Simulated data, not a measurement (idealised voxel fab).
Herein follows the process module entitled voxel quadruple lines.
Cross-section cut: width 255 nm, square cells of 5 nm.
Bands, listed from the top down, are how a cross-section gets written in this document; the cross-section itself is a grid of square cells, and a band is one or more rows of them.
Within each band entry, the heights of the top and of the bottom of the band appear first, in that order and in nm; the materials of the band then follow from left to right, each with its corresponding width in nm. The designation "all across" on a single material indicates that it fills the band from edge to edge; the designation "blank" indicates empty space.
Heads up on the height convention: 0 is the point under which the incoming wafer is all one material, and the lowest band has no bottom, it just keeps going down, like "0 nm and below".
Width "30..40": first value at the band's top row of cells, second value at its bottom row, equal change from row to row.
You'll sometimes find "nothing different" written for a step, and that's the way of saying that nowhere in the cross-section did a cell change during that step.
Empty spaces counting at least 8 cells and having no open way to the top are listed in "Sealed void list". The notation width x height at distance is used for each, the distance being from the left edge and all three values in nm.
The remark found on a step's line after its settings is issued by the simulator itself and pertains to that step.
overlay nm, on a step with a mask: how far to the right of its planned place the mask lay; to the left if negative
Pairs from here to the end. Each: cross-section before one process step, cross-section after it, the latter only as far down as the lowest band that changed. Under each: the step between, and its settings. Mind that the pairs may be taken from different runs of this module on the same starting wafer; whether a pair continues from the pair above depends on its entry headed "Prior to step", and it does only where that entry says so.
Prior to step:
    0 nm and below  Si all across
    Sealed void list: none
Post-Process View:
    5 nm to 0 nm  Al2O3 all across
    Below 0, the layers are the same as they were.
    Sealed void list: none
Step between the cross-sections above: CONFORMAL_DEP [material Al2O3] [thk nm 5]
Prior to step: we pick up right where the pair above leaves off, with its after cross-section.
Post-Process View:
    20 nm to 5 nm  W all across
    Below 5, the layers are the same as they were.
    Sealed void list: none
Step between the cross-sections above: DIRECTIONAL_DEP [material W] [thk nm 15]
Prior to step: we pick up right where the pair above leaves off, with its after cross-section.
Post-Process View:
    40 nm to 20 nm  polySi all across
    Below 20, the layers are the same as they were.
    Sealed void list: none
Step between the cross-sections above: DIRECTIONAL_DEP [material polySi] [thk nm 20]
Prior to step: we pick up right where the pair above leaves off, with its after cross-section.
Post-Process View:
    60 nm to 40 nm  aC all across
    Below 40, the layers are the same as they were.
    Sealed void list: none
Step between the cross-sections above: DIRECTIONAL_DEP [material aC] [thk nm 20]
Prior to step: we pick up right where the pair above leaves off, with its after cross-section.
Post-Process View:
    85 nm to 60 nm  blank 85 nm / resist 20 nm / blank 40 nm / resist 20 nm / blank 90 nm
    Below 60, the layers are the same as they were.
    Sealed void list: none
Step between the cross-sections above: PATTERN [tone cover] [mask id MANDREL] [material resist] [width nm 20] [pitch nm 60] [thk nm 25] [overlay nm 0]
Prior to step: we pick up right where the pair above leaves off, with its after cross-section.
Post-Process View:
    65 nm to 60 nm  blank 85 nm / resist 20 nm / blank 40 nm / resist 20 nm / blank 90 nm
    60 nm to 40 nm  blank 85 nm / aC 20 nm / blank 40 nm / aC 20 nm / blank 90 nm
    Below 40, the layers are the same as they were.
    Sealed void list: none
Step between the cross-sections above: DIRECTIONAL_ETCH [etch materials aC] [depth nm 20]
Prior to step: we pick up right where the pair above leaves off, with its after cross-section.
Post-Process View:
    60 nm to 40 nm  blank 85 nm / aC 20 nm / blank 40 nm / aC 20 nm / blank 90 nm
    Below 40, the layers are the same as they were.
    Sealed void list: none
Step between the cross-sections above: STRIP [etch materials resist]
Prior to step: we pick up right where the pair above leaves off, with its after cross-section.
Post-Process View:
    70 nm to 60 nm  blank 75 nm / SiO2 40 nm / blank 20 nm / SiO2 40 nm / blank 80 nm
    60 nm to 50 nm  blank 75 nm / SiO2 10 nm / aC 20 nm / SiO2 10 nm / blank 20 nm / SiO2 10 nm / aC 20 nm / SiO2 10 nm / blank 80 nm
    50 nm to 40 nm  SiO2 85 nm / aC 20 nm / SiO2 40 nm / aC 20 nm / SiO2 90 nm
    Below 40, the layers are the same as they were.
    Sealed void list: none
Step between the cross-sections above: CONFORMAL_DEP [material SiO2] [thk nm 10]
Prior to step: we pick up right where the pair above leaves off, with its after cross-section.
Post-Process View:
    60 nm to 40 nm  blank 75 nm / SiO2 10 nm / aC 20 nm / SiO2 10 nm / blank 20 nm / SiO2 10 nm / aC 20 nm / SiO2 10 nm / blank 80 nm
    Below 40, the layers are the same as they were.
    Sealed void list: none
Step between the cross-sections above: DIRECTIONAL_ETCH [etch materials SiO2] [depth nm 10]
Prior to step: we pick up right where the pair above leaves off, with its after cross-section.
Post-Process View:
    60 nm to 40 nm  blank 75 nm / SiO2 10 nm / blank 20 nm / SiO2 10 nm / blank 20 nm / SiO2 10 nm / blank 20 nm / SiO2 10 nm / blank 80 nm
    Below 40, the layers are the same as they were.
    Sealed void list: none
Step between the cross-sections above: STRIP [etch materials aC]
Prior to step: we pick up right where the pair above leaves off, with its after cross-section.
Post-Process View:
    60 nm to 40 nm  blank 75 nm / SiO2 10 nm / blank 20 nm / SiO2 10 nm / blank 20 nm / SiO2 10 nm / blank 20 nm / SiO2 10 nm / blank 80 nm
    40 nm to 20 nm  blank 75 nm / polySi 10 nm / blank 20 nm / polySi 10 nm / blank 20 nm / polySi 10 nm / blank 20 nm / polySi 10 nm / blank 80 nm
    Below 20, the layers are the same as they were.
    Sealed void list: none
Step between the cross-sections above: DIRECTIONAL_ETCH [etch materials polySi] [depth nm 20]
Prior to step: we pick up right where the pair above leaves off, with its after cross-section.
Post-Process View:
    40 nm to 20 nm  blank 75 nm / polySi 10 nm / blank 20 nm / polySi 10 nm / blank 20 nm / polySi 10 nm / blank 20 nm / polySi 10 nm / blank 80 nm
    Below 20, the layers are the same as they were.
    Sealed void list: none
Step between the cross-sections above: STRIP [etch materials SiO2]
Prior to step: we pick up right where the pair above leaves off, with its after cross-section.
Post-Process View:
    45 nm to 40 nm  blank 70 nm / SiN 20 nm / blank 10 nm / SiN 20 nm / blank 10 nm / SiN 20 nm / blank 10 nm / SiN 20 nm / blank 75 nm
    40 nm to 25 nm  blank 70 nm / SiN 5 nm / polySi 10 nm / SiN 5 nm / blank 10 nm / SiN 5 nm / polySi 10 nm / SiN 5 nm / blank 10 nm / SiN 5 nm / polySi 10 nm / SiN 5 nm / blank 10 nm / SiN 5 nm / polySi 10 nm / SiN 5 nm / blank 75 nm
    25 nm to 20 nm  SiN 75 nm / polySi 10 nm / SiN 20 nm / polySi 10 nm / SiN 20 nm / polySi 10 nm / SiN 20 nm / polySi 10 nm / SiN 80 nm
    Below 20, the layers are the same as they were.
    Sealed void list: none
Step between the cross-sections above: CONFORMAL_DEP [material SiN] [thk nm 5]
Prior to step: we pick up right where the pair above leaves off, with its after cross-section.
Post-Process View:
    40 nm to 20 nm  blank 70 nm / SiN 5 nm / polySi 10 nm / SiN 5 nm / blank 10 nm / SiN 5 nm / polySi 10 nm / SiN 5 nm / blank 10 nm / SiN 5 nm / polySi 10 nm / SiN 5 nm / blank 10 nm / SiN 5 nm / polySi 10 nm / SiN 5 nm / blank 75 nm
    Below 20, the layers are the same as they were.
    Sealed void list: none
Step between the cross-sections above: DIRECTIONAL_ETCH [etch materials SiN] [depth nm 5]
Prior to step: we pick up right where the pair above leaves off, with its after cross-section.
Post-Process View:
    40 nm to 20 nm  blank 70 nm / SiN 5 nm / blank 10 nm / SiN 5 nm / blank 10 nm / SiN 5 nm / blank 10 nm / SiN 5 nm / blank 10 nm / SiN 5 nm / blank 10 nm / SiN 5 nm / blank 10 nm / SiN 5 nm / blank 10 nm / SiN 5 nm / blank 75 nm
    Below 20, the layers are the same as they were.
    Sealed void list: none
Step between the cross-sections above: STRIP [etch materials polySi]
Prior to step: we pick up right where the pair above leaves off, with its after cross-section.
Post-Process View:
    40 nm to 20 nm  blank 70 nm / SiN 5 nm / blank 10 nm / SiN 5 nm / blank 10 nm / SiN 5 nm / blank 10 nm / SiN 5 nm / blank 10 nm / SiN 5 nm / blank 10 nm / SiN 5 nm / blank 10 nm / SiN 5 nm / blank 10 nm / SiN 5 nm / blank 75 nm
    20 nm to 5 nm  blank 70 nm / W 5 nm / blank 10 nm / W 5 nm / blank 10 nm / W 5 nm / blank 10 nm / W 5 nm / blank 10 nm / W 5 nm / blank 10 nm / W 5 nm / blank 10 nm / W 5 nm / blank 10 nm / W 5 nm / blank 75 nm
    Below 5, the layers are the same as they were.
    Sealed void list: none
Step between the cross-sections above: DIRECTIONAL_ETCH [etch materials W] [depth nm 15]
Prior to step: we pick up right where the pair above leaves off, with its after cross-section.
Post-Process View:
    20 nm to 5 nm  blank 70 nm / W 5 nm / blank 10 nm / W 5 nm / blank 10 nm / W 5 nm / blank 10 nm / W 5 nm / blank 10 nm / W 5 nm / blank 10 nm / W 5 nm / blank 10 nm / W 5 nm / blank 10 nm / W 5 nm / blank 75 nm
    Below 5, the layers are the same as they were.
    Sealed void list: none
Step between the cross-sections above: STRIP [etch materials SiN]
Prior to step: we pick up right where the pair above leaves off, with its after cross-section.
Post-Process View:
    25 nm to 20 nm  lowk all across
    20 nm to 5 nm  lowk 70 nm / W 5 nm / lowk 10 nm / W 5 nm / lowk 10 nm / W 5 nm / lowk 10 nm / W 5 nm / lowk 10 nm / W 5 nm / lowk 10 nm / W 5 nm / lowk 10 nm / W 5 nm / lowk 10 nm / W 5 nm / lowk 75 nm
    Below 5, the layers are the same as they were.
    Sealed void list: none
Step between the cross-sections above: FILL_DEP [material lowk] [thk nm 5]
Prior to step: we pick up right where the pair above leaves off, with its after cross-section.
Post-Process View:
    20 nm to 5 nm  lowk 70 nm / W 5 nm / lowk 10 nm / W 5 nm / lowk 10 nm / W 5 nm / lowk 10 nm / W 5 nm / lowk 10 nm / W 5 nm / lowk 10 nm / W 5 nm / lowk 10 nm / W 5 nm / lowk 10 nm / W 5 nm / lowk 75 nm
    Below 5, the layers are the same as they were.
    Sealed void list: none
Step between the cross-sections above: CMP [height nm 20]
Prior to step:
    0 nm and below  Si all across
    Sealed void list: none
Post-Process View:
    15 nm to 0 nm  W all across
    Below 0, the layers are the same as they were.
    Sealed void list: none
Step between the cross-sections above: DIRECTIONAL_DEP [material W] [thk nm 15]
Prior to step: we pick up right where the pair above leaves off, with its after cross-section.
Post-Process View:
    35 nm to 15 nm  polySi all across
    Below 15, the layers are the same as they were.
    Sealed void list: none
Step between the cross-sections above: DIRECTIONAL_DEP [material polySi] [thk nm 20]
Prior to step: we pick up right where the pair above leaves off, with its after cross-section.
Post-Process View:
    55 nm to 35 nm  aC all across
    Below 35, the layers are the same as they were.
    Sealed void list: none
Step between the cross-sections above: DIRECTIONAL_DEP [material aC] [thk nm 20]
Prior to step: we pick up right where the pair above leaves off, with its after cross-section.
Post-Process View:
    80 nm to 55 nm  blank 85 nm / resist 20 nm / blank 40 nm / resist 20 nm / blank 90 nm
    Below 55, the layers are the same as they were.
    Sealed void list: none
Step between the cross-sections above: PATTERN [tone cover] [mask id MANDREL] [material resist] [width nm 20] [pitch nm 60] [thk nm 25] [overlay nm 0]
Prior to step: we pick up right where the pair above leaves off, with its after cross-section.
Post-Process View:
    60 nm to 55 nm  blank 85 nm / resist 20 nm / blank 40 nm / resist 20 nm / blank 90 nm
    55 nm to 35 nm  blank 85 nm / aC 20 nm / blank 40 nm / aC 20 nm / blank 90 nm
    Below 35, the layers are the same as they were.
    Sealed void list: none
Step between the cross-sections above: DIRECTIONAL_ETCH [etch materials aC] [depth nm 20]
Prior to step: we pick up right where the pair above leaves off, with its after cross-section.
Post-Process View:
    55 nm to 35 nm  blank 85 nm / aC 20 nm / blank 40 nm / aC 20 nm / blank 90 nm
    Below 35, the layers are the same as they were.
    Sealed void list: none
Step between the cross-sections above: STRIP [etch materials resist]
Prior to step: we pick up right where the pair above leaves off, with its after cross-section.
Post-Process View:
    65 nm to 55 nm  blank 75 nm / SiO2 40 nm / blank 20 nm / SiO2 40 nm / blank 80 nm
    55 nm to 45 nm  blank 75 nm / SiO2 10 nm / aC 20 nm / SiO2 10 nm / blank 20 nm / SiO2 10 nm / aC 20 nm / SiO2 10 nm / blank 80 nm
    45 nm to 35 nm  SiO2 85 nm / aC 20 nm / SiO2 40 nm / aC 20 nm / SiO2 90 nm
    Below 35, the layers are the same as they were.
    Sealed void list: none
Step between the cross-sections above: CONFORMAL_DEP [material SiO2] [thk nm 10]
Prior to step: we pick up right where the pair above leaves off, with its after cross-section.
Post-Process View:
    55 nm to 35 nm  blank 75 nm / SiO2 10 nm / aC 20 nm / SiO2 10 nm / blank 20 nm / SiO2 10 nm / aC 20 nm / SiO2 10 nm / blank 80 nm
    Below 35, the layers are the same as they were.
    Sealed void list: none
Step between the cross-sections above: DIRECTIONAL_ETCH [etch materials SiO2] [depth nm 10]
Prior to step: we pick up right where the pair above leaves off, with its after cross-section.
Post-Process View:
    55 nm to 35 nm  blank 75 nm / SiO2 10 nm / blank 20 nm / SiO2 10 nm / blank 20 nm / SiO2 10 nm / blank 20 nm / SiO2 10 nm / blank 80 nm
    Below 35, the layers are the same as they were.
    Sealed void list: none
Step between the cross-sections above: STRIP [etch materials aC]
Prior to step: we pick up right where the pair above leaves off, with its after cross-section.
Post-Process View:
    55 nm to 35 nm  blank 75 nm / SiO2 10 nm / blank 20 nm / SiO2 10 nm / blank 20 nm / SiO2 10 nm / blank 20 nm / SiO2 10 nm / blank 80 nm
    35 nm to 15 nm  blank 75 nm / polySi 10 nm / blank 20 nm / polySi 10 nm / blank 20 nm / polySi 10 nm / blank 20 nm / polySi 10 nm / blank 80 nm
    Below 15, the layers are the same as they were.
    Sealed void list: none
Step between the cross-sections above: DIRECTIONAL_ETCH [etch materials polySi] [depth nm 20]
Prior to step: we pick up right where the pair above leaves off, with its after cross-section.
Post-Process View:
    35 nm to 15 nm  blank 75 nm / polySi 10 nm / blank 20 nm / polySi 10 nm / blank 20 nm / polySi 10 nm / blank 20 nm / polySi 10 nm / blank 80 nm
    Below 15, the layers are the same as they were.
    Sealed void list: none
Step between the cross-sections above: STRIP [etch materials SiO2]
Prior to step: we pick up right where the pair above leaves off, with its after cross-section.
Post-Process View:
    40 nm to 35 nm  blank 70 nm / SiN 20 nm / blank 10 nm / SiN 20 nm / blank 10 nm / SiN 20 nm / blank 10 nm / SiN 20 nm / blank 75 nm
    35 nm to 20 nm  blank 70 nm / SiN 5 nm / polySi 10 nm / SiN 5 nm / blank 10 nm / SiN 5 nm / polySi 10 nm / SiN 5 nm / blank 10 nm / SiN 5 nm / polySi 10 nm / SiN 5 nm / blank 10 nm / SiN 5 nm / polySi 10 nm / SiN 5 nm / blank 75 nm
    20 nm to 15 nm  SiN 75 nm / polySi 10 nm / SiN 20 nm / polySi 10 nm / SiN 20 nm / polySi 10 nm / SiN 20 nm / polySi 10 nm / SiN 80 nm
    Below 15, the layers are the same as they were.
    Sealed void list: none
Step between the cross-sections above: CONFORMAL_DEP [material SiN] [thk nm 5]
Prior to step: we pick up right where the pair above leaves off, with its after cross-section.
Post-Process View:
    35 nm to 15 nm  blank 70 nm / SiN 5 nm / polySi 10 nm / SiN 5 nm / blank 10 nm / SiN 5 nm / polySi 10 nm / SiN 5 nm / blank 10 nm / SiN 5 nm / polySi 10 nm / SiN 5 nm / blank 10 nm / SiN 5 nm / polySi 10 nm / SiN 5 nm / blank 75 nm
    Below 15, the layers are the same as they were.
    Sealed void list: none
Step between the cross-sections above: DIRECTIONAL_ETCH [etch materials SiN] [depth nm 5]
Prior to step: we pick up right where the pair above leaves off, with its after cross-section.
Post-Process View:
    35 nm to 15 nm  blank 70 nm / SiN 5 nm / blank 10 nm / SiN 5 nm / blank 10 nm / SiN 5 nm / blank 10 nm / SiN 5 nm / blank 10 nm / SiN 5 nm / blank 10 nm / SiN 5 nm / blank 10 nm / SiN 5 nm / blank 10 nm / SiN 5 nm / blank 75 nm
    Below 15, the layers are the same as they were.
    Sealed void list: none
Step between the cross-sections above: STRIP [etch materials polySi]
Prior to step: we pick up right where the pair above leaves off, with its after cross-section.
Post-Process View:
    35 nm to 15 nm  blank 70 nm / SiN 5 nm / blank 10 nm / SiN 5 nm / blank 10 nm / SiN 5 nm / blank 10 nm / SiN 5 nm / blank 10 nm / SiN 5 nm / blank 10 nm / SiN 5 nm / blank 10 nm / SiN 5 nm / blank 10 nm / SiN 5 nm / blank 75 nm
    15 nm to 0 nm  blank 70 nm / W 5 nm / blank 10 nm / W 5 nm / blank 10 nm / W 5 nm / blank 10 nm / W 5 nm / blank 10 nm / W 5 nm / blank 10 nm / W 5 nm / blank 10 nm / W 5 nm / blank 10 nm / W 5 nm / blank 75 nm
    Below 0, the layers are the same as they were.
    Sealed void list: none
Step between the cross-sections above: DIRECTIONAL_ETCH [etch materials W] [depth nm 15]
Prior to step: we pick up right where the pair above leaves off, with its after cross-section.
Post-Process View:
    15 nm to 0 nm  blank 70 nm / W 5 nm / blank 10 nm / W 5 nm / blank 10 nm / W 5 nm / blank 10 nm / W 5 nm / blank 10 nm / W 5 nm / blank 10 nm / W 5 nm / blank 10 nm / W 5 nm / blank 10 nm / W 5 nm / blank 75 nm
    Below 0, the layers are the same as they were.
    Sealed void list: none
Step between the cross-sections above: STRIP [etch materials SiN]
Prior to step: we pick up right where the pair above leaves off, with its after cross-section.
Post-Process View:
    20 nm to 15 nm  lowk all across
    15 nm to 0 nm  lowk 70 nm / W 5 nm / lowk 10 nm / W 5 nm / lowk 10 nm / W 5 nm / lowk 10 nm / W 5 nm / lowk 10 nm / W 5 nm / lowk 10 nm / W 5 nm / lowk 10 nm / W 5 nm / lowk 10 nm / W 5 nm / lowk 75 nm
    Below 0, the layers are the same as they were.
    Sealed void list: none
Step between the cross-sections above: FILL_DEP [material lowk] [thk nm 5]
Prior to step:
    65 nm to 60 nm  blank 85 nm / resist 20 nm / blank 40 nm / resist 20 nm / blank 90 nm
    60 nm to 40 nm  blank 85 nm / aC 20 nm / blank 40 nm / aC 20 nm / blank 90 nm
    40 nm to 20 nm  polySi all across
    20 nm to 5 nm  W all across
    5 nm to 0 nm  Al2O3 all across
    0 nm and below  Si all across
    Sealed void list: none
Post-Process View:
    45 nm to 40 nm  blank 85 nm / aC 20 nm / blank 40 nm / aC 20 nm / blank 90 nm
    Below 40, the layers are the same as they were.
    Sealed void list: none
Step between the cross-sections above: DIRECTIONAL_ETCH [etch materials aC] [depth nm 20]
Prior to step: we pick up right where the pair above leaves off, with its after cross-section.
Post-Process View:
    55 nm to 50 nm  blank 75 nm / SiO2 40 nm / blank 20 nm / SiO2 40 nm / blank 80 nm
    50 nm to 45 nm  SiO2 all across
    45 nm to 40 nm  SiO2 85 nm / aC 20 nm / SiO2 40 nm / aC 20 nm / SiO2 90 nm
    Below 40, the layers are the same as they were.
    Sealed void list: none
Step between the cross-sections above: CONFORMAL_DEP [material SiO2] [thk nm 10]
Prior to step: we pick up right where the pair above leaves off, with its after cross-section.
Post-Process View:
    45 nm to 40 nm  blank 75 nm / SiO2 10 nm / aC 20 nm / SiO2 10 nm / blank 20 nm / SiO2 10 nm / aC 20 nm / SiO2 10 nm / blank 80 nm
    Below 40, the layers are the same as they were.
    Sealed void list: none
Step between the cross-sections above: DIRECTIONAL_ETCH [etch materials SiO2] [depth nm 10]
Prior to step: we pick up right where the pair above leaves off, with its after cross-section.
Post-Process View:
    45 nm to 40 nm  blank 75 nm / SiO2 10 nm / blank 20 nm / SiO2 10 nm / blank 20 nm / SiO2 10 nm / blank 20 nm / SiO2 10 nm / blank 80 nm
    Below 40, the layers are the same as they were.
    Sealed void list: none
Step between the cross-sections above: STRIP [etch materials aC]
Prior to step: we pick up right where the pair above leaves off, with its after cross-section.
Post-Process View:
    45 nm to 40 nm  blank 75 nm / SiO2 10 nm / blank 20 nm / SiO2 10 nm / blank 20 nm / SiO2 10 nm / blank 20 nm / SiO2 10 nm / blank 80 nm
    40 nm to 20 nm  blank 75 nm / polySi 10 nm / blank 20 nm / polySi 10 nm / blank 20 nm / polySi 10 nm / blank 20 nm / polySi 10 nm / blank 80 nm
    Below 20, the layers are the same as they were.
    Sealed void list: none
Step between the cross-sections above: DIRECTIONAL_ETCH [etch materials polySi] [depth nm 20]
Prior to step: we pick up right where the pair above leaves off, with its after cross-section.
Post-Process View:
    40 nm to 20 nm  blank 75 nm / polySi 10 nm / blank 20 nm / polySi 10 nm / blank 20 nm / polySi 10 nm / blank 20 nm / polySi 10 nm / blank 80 nm
    Below 20, the layers are the same as they were.
    Sealed void list: none
Step between the cross-sections above: STRIP [etch materials SiO2]
Prior to step:
    5 nm to 0 nm  Al2O3 all across
    0 nm and below  Si all across
    Sealed void list: none
Post-Process View:
    25 nm to 5 nm  polySi all across
    Below 5, the layers are the same as they were.
    Sealed void list: none
Step between the cross-sections above: DIRECTIONAL_DEP [material polySi] [thk nm 20]
Prior to step: we pick up right where the pair above leaves off, with its after cross-section.
Post-Process View:
    40 nm to 25 nm  W all across
    Below 25, the layers are the same as they were.
    Sealed void list: none
Step between the cross-sections above: DIRECTIONAL_DEP [material W] [thk nm 15]
Prior to step: we pick up right where the pair above leaves off, with its after cross-section.
Post-Process View:
    60 nm to 40 nm  aC all across
    Below 40, the layers are the same as they were.
    Sealed void list: none
Step between the cross-sections above: DIRECTIONAL_DEP [material aC] [thk nm 20]
Prior to step: we pick up right where the pair above leaves off, with its after cross-section.
Post-Process View:
    85 nm to 60 nm  blank 85 nm / resist 20 nm / blank 40 nm / resist 20 nm / blank 90 nm
    Below 60, the layers are the same as they were.
    Sealed void list: none
Step between the cross-sections above: PATTERN [tone cover] [mask id MANDREL] [material resist] [width nm 20] [pitch nm 60] [thk nm 25] [overlay nm 0]
Prior to step: we pick up right where the pair above leaves off, with its after cross-section.
Post-Process View:
    65 nm to 60 nm  blank 85 nm / resist 20 nm / blank 40 nm / resist 20 nm / blank 90 nm
    60 nm to 40 nm  blank 85 nm / aC 20 nm / blank 40 nm / aC 20 nm / blank 90 nm
    Below 40, the layers are the same as they were.
    Sealed void list: none
Step between the cross-sections above: DIRECTIONAL_ETCH [etch materials aC] [depth nm 20]
Prior to step: we pick up right where the pair above leaves off, with its after cross-section.
Post-Process View:
    60 nm to 40 nm  blank 85 nm / aC 20 nm / blank 40 nm / aC 20 nm / blank 90 nm
    Below 40, the layers are the same as they were.
    Sealed void list: none
Step between the cross-sections above: STRIP [etch materials resist]
Prior to step: we pick up right where the pair above leaves off, with its after cross-section.
Post-Process View:
    70 nm to 60 nm  blank 75 nm / SiO2 40 nm / blank 20 nm / SiO2 40 nm / blank 80 nm
    60 nm to 50 nm  blank 75 nm / SiO2 10 nm / aC 20 nm / SiO2 10 nm / blank 20 nm / SiO2 10 nm / aC 20 nm / SiO2 10 nm / blank 80 nm
    50 nm to 40 nm  SiO2 85 nm / aC 20 nm / SiO2 40 nm / aC 20 nm / SiO2 90 nm
    Below 40, the layers are the same as they were.
    Sealed void list: none
Step between the cross-sections above: CONFORMAL_DEP [material SiO2] [thk nm 10]
Prior to step: we pick up right where the pair above leaves off, with its after cross-section.
Post-Process View:
    60 nm to 40 nm  blank 75 nm / SiO2 10 nm / aC 20 nm / SiO2 10 nm / blank 20 nm / SiO2 10 nm / aC 20 nm / SiO2 10 nm / blank 80 nm
    Below 40, the layers are the same as they were.
    Sealed void list: none
Step between the cross-sections above: DIRECTIONAL_ETCH [etch materials SiO2] [depth nm 10]
Prior to step: we pick up right where the pair above leaves off, with its after cross-section.
Post-Process View:
    60 nm to 40 nm  blank 75 nm / SiO2 10 nm / blank 20 nm / SiO2 10 nm / blank 20 nm / SiO2 10 nm / blank 20 nm / SiO2 10 nm / blank 80 nm
    Below 40, the layers are the same as they were.
    Sealed void list: none
Step between the cross-sections above: STRIP [etch materials aC]
Prior to step: we pick up right where the pair above leaves off, with its after cross-section.
Post-Process View:
    40 nm to 25 nm  W all across
    Below 25, the layers are the same as they were.
    Sealed void list: none
Step between the cross-sections above: STRIP [etch materials SiO2]
Prior to step: we pick up right where the pair above leaves off, with its after cross-section.
Post-Process View:
    45 nm to 40 nm  SiN all across
    Below 40, the layers are the same as they were.
    Sealed void list: none
Step between the cross-sections above: CONFORMAL_DEP [material SiN] [thk nm 5]
Prior to step: we pick up right where the pair above leaves off, with its after cross-section.
Post-Process View:
    40 nm to 25 nm  W all across
    Below 25, the layers are the same as they were.
    Sealed void list: none
Step between the cross-sections above: DIRECTIONAL_ETCH [etch materials SiN] [depth nm 5]
Prior to step: we pick up right where the pair above leaves off, with its after cross-section.
Post-Process View:
    25 nm to 5 nm  polySi all across
    Below 5, the layers are the same as they were.
    Sealed void list: none
Step between the cross-sections above: DIRECTIONAL_ETCH [etch materials W] [depth nm 15]
Prior to step: we pick up right where the pair above leaves off, with its after cross-section.
Post-Process View:
    30 nm to 25 nm  lowk all across
    Below 25, the layers are the same as they were.
    Sealed void list: none
Step between the cross-sections above: FILL_DEP [material lowk] [thk nm 5]
Prior to step: we pick up right where the pair above leaves off, with its after cross-section.
Post-Process View:
    20 nm to 5 nm  polySi all across
    Below 5, the layers are the same as they were.
    Sealed void list: none
Step between the cross-sections above: CMP [height nm 20]
Prior to step:
    5 nm to 0 nm  Al2O3 all across
    0 nm and below  Si all across
    Sealed void list: none
Post-Process View:
    15 nm to 5 nm  W all across
    Below 5, the layers are the same as they were.
    Sealed void list: none
Step between the cross-sections above: DIRECTIONAL_DEP [material W] [thk nm 10]
Prior to step: we pick up right where the pair above leaves off, with its after cross-section.
Post-Process View:
    35 nm to 15 nm  polySi all across
    Below 15, the layers are the same as they were.
    Sealed void list: none
Step between the cross-sections above: DIRECTIONAL_DEP [material polySi] [thk nm 20]
Prior to step: we pick up right where the pair above leaves off, with its after cross-section.
Post-Process View:
    55 nm to 35 nm  aC all across
    Below 35, the layers are the same as they were.
    Sealed void list: none
Step between the cross-sections above: DIRECTIONAL_DEP [material aC] [thk nm 20]
Prior to step: we pick up right where the pair above leaves off, with its after cross-section.
Post-Process View:
    80 nm to 55 nm  blank 85 nm / resist 20 nm / blank 40 nm / resist 20 nm / blank 90 nm
    Below 55, the layers are the same as they were.
    Sealed void list: none
Step between the cross-sections above: PATTERN [tone cover] [mask id MANDREL] [material resist] [width nm 20] [pitch nm 60] [thk nm 25] [overlay nm 0]
Prior to step: we pick up right where the pair above leaves off, with its after cross-section.
Post-Process View:
    60 nm to 55 nm  blank 85 nm / resist 20 nm / blank 40 nm / resist 20 nm / blank 90 nm
    55 nm to 35 nm  blank 85 nm / aC 20 nm / blank 40 nm / aC 20 nm / blank 90 nm
    Below 35, the layers are the same as they were.
    Sealed void list: none
Step between the cross-sections above: DIRECTIONAL_ETCH [etch materials aC] [depth nm 20]
Prior to step: we pick up right where the pair above leaves off, with its after cross-section.
Post-Process View:
    55 nm to 35 nm  blank 85 nm / aC 20 nm / blank 40 nm / aC 20 nm / blank 90 nm
    Below 35, the layers are the same as they were.
    Sealed void list: none
Step between the cross-sections above: STRIP [etch materials resist]
Prior to step: we pick up right where the pair above leaves off, with its after cross-section.
Post-Process View:
    65 nm to 55 nm  blank 75 nm / SiO2 40 nm / blank 20 nm / SiO2 40 nm / blank 80 nm
    55 nm to 45 nm  blank 75 nm / SiO2 10 nm / aC 20 nm / SiO2 10 nm / blank 20 nm / SiO2 10 nm / aC 20 nm / SiO2 10 nm / blank 80 nm
    45 nm to 35 nm  SiO2 85 nm / aC 20 nm / SiO2 40 nm / aC 20 nm / SiO2 90 nm
    Below 35, the layers are the same as they were.
    Sealed void list: none
Step between the cross-sections above: CONFORMAL_DEP [material SiO2] [thk nm 10]
Prior to step: we pick up right where the pair above leaves off, with its after cross-section.
Post-Process View:
    55 nm to 35 nm  blank 75 nm / SiO2 10 nm / aC 20 nm / SiO2 10 nm / blank 20 nm / SiO2 10 nm / aC 20 nm / SiO2 10 nm / blank 80 nm
    Below 35, the layers are the same as they were.
    Sealed void list: none
Step between the cross-sections above: DIRECTIONAL_ETCH [etch materials SiO2] [depth nm 10]
Prior to step: we pick up right where the pair above leaves off, with its after cross-section.
Post-Process View:
    55 nm to 35 nm  blank 75 nm / SiO2 10 nm / blank 20 nm / SiO2 10 nm / blank 20 nm / SiO2 10 nm / blank 20 nm / SiO2 10 nm / blank 80 nm
    Below 35, the layers are the same as they were.
    Sealed void list: none
Step between the cross-sections above: STRIP [etch materials aC]
Prior to step: we pick up right where the pair above leaves off, with its after cross-section.
Post-Process View:
    55 nm to 35 nm  blank 75 nm / SiO2 10 nm / blank 20 nm / SiO2 10 nm / blank 20 nm / SiO2 10 nm / blank 20 nm / SiO2 10 nm / blank 80 nm
    35 nm to 15 nm  blank 75 nm / polySi 10 nm / blank 20 nm / polySi 10 nm / blank 20 nm / polySi 10 nm / blank 20 nm / polySi 10 nm / blank 80 nm
    Below 15, the layers are the same as they were.
    Sealed void list: none
Step between the cross-sections above: DIRECTIONAL_ETCH [etch materials polySi] [depth nm 20]
Prior to step: we pick up right where the pair above leaves off, with its after cross-section.
Post-Process View:
    35 nm to 15 nm  blank 75 nm / polySi 10 nm / blank 20 nm / polySi 10 nm / blank 20 nm / polySi 10 nm / blank 20 nm / polySi 10 nm / blank 80 nm
    Below 15, the layers are the same as they were.
    Sealed void list: none
Step between the cross-sections above: STRIP [etch materials SiO2]
Prior to step: we pick up right where the pair above leaves off, with its after cross-section.
Post-Process View:
    40 nm to 35 nm  blank 70 nm / SiN 20 nm / blank 10 nm / SiN 20 nm / blank 10 nm / SiN 20 nm / blank 10 nm / SiN 20 nm / blank 75 nm
    35 nm to 20 nm  blank 70 nm / SiN 5 nm / polySi 10 nm / SiN 5 nm / blank 10 nm / SiN 5 nm / polySi 10 nm / SiN 5 nm / blank 10 nm / SiN 5 nm / polySi 10 nm / SiN 5 nm / blank 10 nm / SiN 5 nm / polySi 10 nm / SiN 5 nm / blank 75 nm
    20 nm to 15 nm  SiN 75 nm / polySi 10 nm / SiN 20 nm / polySi 10 nm / SiN 20 nm / polySi 10 nm / SiN 20 nm / polySi 10 nm / SiN 80 nm
    Below 15, the layers are the same as they were.
    Sealed void list: none
Step between the cross-sections above: CONFORMAL_DEP [material SiN] [thk nm 5]
